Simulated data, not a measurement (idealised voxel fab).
The name of this process module is voxel gate over fins.
The figure presents cross-section cut, which has a width of 140 nm and is divided into square cells with an edge length of 5 nm.
Cross-section = grid of square cells, listed top down in bands; band = one or more rows. Band entry format. Leading values: height of top, height of bottom, nm. Remainder: materials in left-to-right order, each with its width in nm. Special words: "throughout" on a single material, which then fills the band edge to edge; "empty", empty space. Zero point of the height axis is 0; under it, received wafer = one material. Lowest band: continues down indefinitely, "0 nm and below". The width entry "30 to 40" should be interpreted row by row: the top row of cells in the band takes the first number, the bottom row takes the second number, and the change between adjacent rows is uniform throughout. Basically "nothing changed" means that step didn't change any cell in the cross-section. Closed empty spaces (no open way to the top) of 8 cells or more are what "Listed closed voids" lists, each as width x height at distance from the left edge, nm for all three. Whatever follows a step's settings on its line is a remark the simulator itself makes about that step. Among the settings permitted on a step's line is "overlay nm"; applied to a step with a mask, it specifies the extent to which the mask lay to the right of its planned position, whereas a negative figure signifies a position to the left.
### Planned step list for the process
1) RECEIVE (material Si)
2) CONFORMAL_DEP (material SiN; thk nm 5)
3) MASKED_ETCH (tone cover; mask id FINS; width nm 15; pitch nm 45; etch materials SiN; depth nm 5; overlay nm 0)
4) MASKED_ETCH (tone cover; mask id FINS; width nm 15; pitch nm 45; etch materials Si; depth nm 40; overlay nm 0)
5) OXIDIZE (depth nm 5)
6) FILL_DEP (material SiO2; thk nm 5)
7) CMP (height nm 5)
8) SELECTIVE_ETCH (etch materials SiO2; depth nm 20)
9) STRIP (etch materials SiN)
10) CONFORMAL_DEP (material HfO2; thk nm 5)
11) CONFORMAL_DEP (material TiN; thk nm 5)
12) FILL_DEP (material W; thk nm 15)
13) CMP (height nm 20)
14) CONFORMAL_DEP (material SiN; thk nm 10)
### As received (post step 1): cross-section
> 0 nm and below: Si throughout
> Listed closed voids: none
### The plan above was carried out on the starting structure above with one mistake, and this cross-section shows the wafer at the end of the module
> 30 nm to 10 nm: W throughout
> 10 nm to 5 nm: 10 of W, 25 of TiN, 20 of W, 25 of TiN, 20 of W, 25 of TiN, 15 of W
> 5 nm to 0 nm: 10 of W, 5 of TiN, 15 of HfO2, 5 of TiN, 20 of W, 5 of TiN, 15 of HfO2, 5 of TiN, 20 of W, 5 of TiN, 15 of HfO2, 5 of TiN, 15 of W
> 0 nm to -5 nm: 10 of W, 5 of TiN, 5 of HfO2, 5 of Si, 5 of HfO2, 5 of TiN, 20 of W, 5 of TiN, 5 of HfO2, 5 of Si, 5 of HfO2, 5 of TiN, 20 of W, 5 of TiN, 5 of HfO2, 5 of Si, 5 of HfO2, 5 of TiN, 15 of W
> -5 nm to -10 nm: 15 of TiN, 5 of HfO2, 5 of Si, 5 of HfO2, 30 of TiN, 5 of HfO2, 5 of Si, 5 of HfO2, 30 of TiN, 5 of HfO2, 5 of Si, 5 of HfO2, 20 of TiN
> -10 nm to -15 nm: 20 of HfO2, 5 of Si, 40 of HfO2, 5 of Si, 40 of HfO2, 5 of Si, 25 of HfO2
> -15 nm to -45 nm: 20 of SiO2, 5 of Si, 40 of SiO2, 5 of Si, 40 of SiO2, 5 of Si, 25 of SiO2
> -45 nm and below: Si throughout
> Listed closed voids: none
Finding, execution versus plan: the process deviated at step 14: the operation and settings actually run there were CONFORMAL_DEP (material W; thk nm 10)
